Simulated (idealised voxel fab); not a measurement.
Presented below is a process module, voxel spacer lines.
The cross-section on display is named cut; it measures 290 nm wide, and its cells are 5 nm squares.
Cross-section format: a grid of square cells, given as bands from top to bottom; each band is one or more rows of cells.
Band: top height; bottom height; in nm. Then, left to right: material with width in nm, for each material. "throughout": a single material spanning edge to edge. "empty": empty space.
The level at which height equals 0 is the one under which the wafer, as it arrives, is entirely one material. No lower edge exists for the bottom band, which continues downward and is notated as in "0 nm and below".
Note: "30 to 40" means the width goes from the first number (top row of the band) to the second number (bottom row) in equal steps per row of cells.
Take "nothing changed" at face value: in the step it is given for, the cross-section changed in none of its cells.
"Enclosed empty spaces": sealed empty spaces, 8 cells or more, no open way to top, listed width x height at distance, with distance from the left edge and width, height and distance in nm.
after a step's settings: what the simulator itself notes on the step
What "overlay nm" on a step's line means: if the step has a mask, that mask lay this far to the right of its planned place, or, when the value is negative, to the left.

The planned process steps are enumerated hereunder:
| 1 | RECEIVE with material Si |
| 2 | CONFORMAL_DEP with material Al2O3, thk nm 10 |
| 3 | DIRECTIONAL_DEP with material polySi, thk nm 20 |
| 4 | DIRECTIONAL_DEP with material aC, thk nm 20 |
| 5 | PATTERN with tone cover, mask id MANDREL, material resist, width nm 20, pitch nm 70, thk nm 30, overlay nm 0 |
| 6 | DIRECTIONAL_ETCH with etch materials aC, depth nm 20 |
| 7 | STRIP with etch materials resist |
| 8 | CONFORMAL_DEP with material SiN, thk nm 15 |
| 9 | DIRECTIONAL_ETCH with etch materials SiN, depth nm 15 |
| 10 | STRIP with etch materials aC |
| 11 | DIRECTIONAL_ETCH with etch materials polySi, depth nm 20 |
| 12 | STRIP with etch materials SiN |
| 13 | FILL_DEP with material lowk, thk nm 5 |
| 14 | CMP with height nm 30 |

Received-state cross-section, reflecting completion of step 1:
* 0 nm and below  Si throughout
* Enclosed empty spaces: none

Look at the cross-section after the module: the wafer started out the way shown above and the plan was the one shown above, yet one mistake was made along the way:
* 30 nm to 10 nm  75 nm lowk / 15 nm polySi / 20 nm lowk / 15 nm polySi / 20 nm lowk / 15 nm polySi / 20 nm lowk / 15 nm polySi / 95 nm lowk
* 10 nm to 0 nm  Al2O3 throughout
* 0 nm and below  Si throughout
* Enclosed empty spaces: none
Finding, execution versus plan: not per plan at step 5, really ran PATTERN with tone cover, mask id MANDREL, material resist, width nm 20, pitch nm 70, thk nm 30, overlay nm -10
